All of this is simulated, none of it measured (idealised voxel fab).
This is a process module. Its name is voxel spacer lines.
Each square cell in cross-section cut measures 5 nm, and the section as a whole is 300 nm wide.
A cross-section is written here as square cells arranged in a grid, and it is given in bands from the top down, each band taking up one or more rows of cells.
Basically the band line says how high the top is and how high the bottom is, in nm, and then what's in it from left to right, every material with its width in nm. Empty space shows up as "empty", and if a single material carries "everywhere" it runs the full band edge to edge.
Ref level 0: as-received wafer is one material below here. Bottom band extends down with no lower bound ("0 -> down").
The two numbers in a width such as "30->40" mark its ends across the band: the first belongs to the top row of cells, the second to the bottom row, and from each row to the next the width moves by the same amount.
The cross-section has no changed cell in any step marked "no modifications".
Heads up: "Enclosed void catalog" only lists the empty pockets with no open path to the top that are 8 cells or more, and it writes them as width x height at distance, distance from the left edge, in nm.
Anything after a step's settings on that line? It's the simulator's own note about the step.
Steps that use a mask can have "overlay nm" on their line. It says how far the mask sat to the right of where it was meant to be. Negative means to the left.

## Steps planned for the process
step 1: RECEIVE: material Si
step 2: CONFORMAL_DEP: material Al2O3, thk nm 5
step 3: DIRECTIONAL_DEP: material polySi, thk nm 10
step 4: DIRECTIONAL_DEP: material aC, thk nm 25
step 5: PATTERN: tone cover, mask id MANDREL, material resist, width nm 15, pitch nm 60, thk nm 30, overlay nm 0
step 6: DIRECTIONAL_ETCH: etch materials aC, depth nm 25
step 7: STRIP: etch materials resist
step 8: CONFORMAL_DEP: material SiN, thk nm 15
step 9: DIRECTIONAL_ETCH: etch materials SiN, depth nm 15
step 10: STRIP: etch materials aC
step 11: DIRECTIONAL_ETCH: etch materials polySi, depth nm 10
step 12: STRIP: etch materials SiN
step 13: FILL_DEP: material lowk, thk nm 10
step 14: CMP: height nm 15

## Below: the first of two wafers, run as planned

## Wafer as received: cross-section following step 1
	0 -> down | Si everywhere
	Enclosed void catalog: none

## How the wafer stands in section after step 2
	5 -> 0 | Al2O3 everywhere
	Heights below 0 show no change.

## How the wafer stands in section after step 3
	15 -> 5 | polySi everywhere
	Heights below 5 show no change.

## How the wafer stands in section after step 4
	40 -> 15 | aC everywhere
	Heights below 15 show no change.

## How the wafer stands in section after step 5
	70 -> 40 | empty: 110 | resist: 15 | empty: 45 | resist: 15 | empty: 115
	Heights below 40 show no change.

## How the wafer stands in section after step 6
	45 -> 40 | empty: 110 | resist: 15 | empty: 45 | resist: 15 | empty: 115
	40 -> 15 | empty: 110 | aC: 15 | empty: 45 | aC: 15 | empty: 115
	Heights below 15 show no change.

## How the wafer stands in section after step 7
	40 -> 15 | empty: 110 | aC: 15 | empty: 45 | aC: 15 | empty: 115
	Heights below 15 show no change.

## How the wafer stands in section after step 8
	55 -> 40 | empty: 95 | SiN: 45 | empty: 15 | SiN: 45 | empty: 100
	40 -> 30 | empty: 95 | SiN: 15 | aC: 15 | SiN: 15 | empty: 15 | SiN: 15 | aC: 15 | SiN: 15 | empty: 100
	30 -> 15 | SiN: 110 | aC: 15 | SiN: 45 | aC: 15 | SiN: 115
	Heights below 15 show no change.

## How the wafer stands in section after step 9
	40 -> 15 | empty: 95 | SiN: 15 | aC: 15 | SiN: 15 | empty: 15 | SiN: 15 | aC: 15 | SiN: 15 | empty: 100
	Heights below 15 show no change.

## How the wafer stands in section after step 10
	40 -> 15 | empty: 95 | SiN: 15 | empty: 15 | SiN: 15 | empty: 15 | SiN: 15 | empty: 15 | SiN: 15 | empty: 100
	Heights below 15 show no change.

## How the wafer stands in section after step 11
	40 -> 15 | empty: 95 | SiN: 15 | empty: 15 | SiN: 15 | empty: 15 | SiN: 15 | empty: 15 | SiN: 15 | empty: 100
	15 -> 5 | empty: 95 | polySi: 15 | empty: 15 | polySi: 15 | empty: 15 | polySi: 15 | empty: 15 | polySi: 15 | empty: 100
	Heights below 5 show no change.

## How the wafer stands in section after step 12
	15 -> 5 | empty: 95 | polySi: 15 | empty: 15 | polySi: 15 | empty: 15 | polySi: 15 | empty: 15 | polySi: 15 | empty: 100
	Heights below 5 show no change.

## How the wafer stands in section after step 13
	25 -> 15 | lowk everywhere
	15 -> 5 | lowk: 95 | polySi: 15 | lowk: 15 | polySi: 15 | lowk: 15 | polySi: 15 | lowk: 15 | polySi: 15 | lowk: 100
	Heights below 5 show no change.

## How the wafer stands in section after step 14
	15 -> 5 | lowk: 95 | polySi: 15 | lowk: 15 | polySi: 15 | lowk: 15 | polySi: 15 | lowk: 15 | polySi: 15 | lowk: 100
	Heights below 5 show no change.

## Second Wafer (Identical Start and Plan, One Processing Error; Matches First Wafer Through Step 13)

## Cross-sectional view of the second wafer at the intended end time of process step 14
	5 -> 0 | Al2O3 everywhere
	Heights below 0 show no change.
The mistake made against the process plan was this: off-plan run, step 14, actual operation and settings CMP: height nm 5
Final difference in cells, second wafer against first, listed per material as more or fewer: 96 fewer of lowk | 24 fewer of polySi
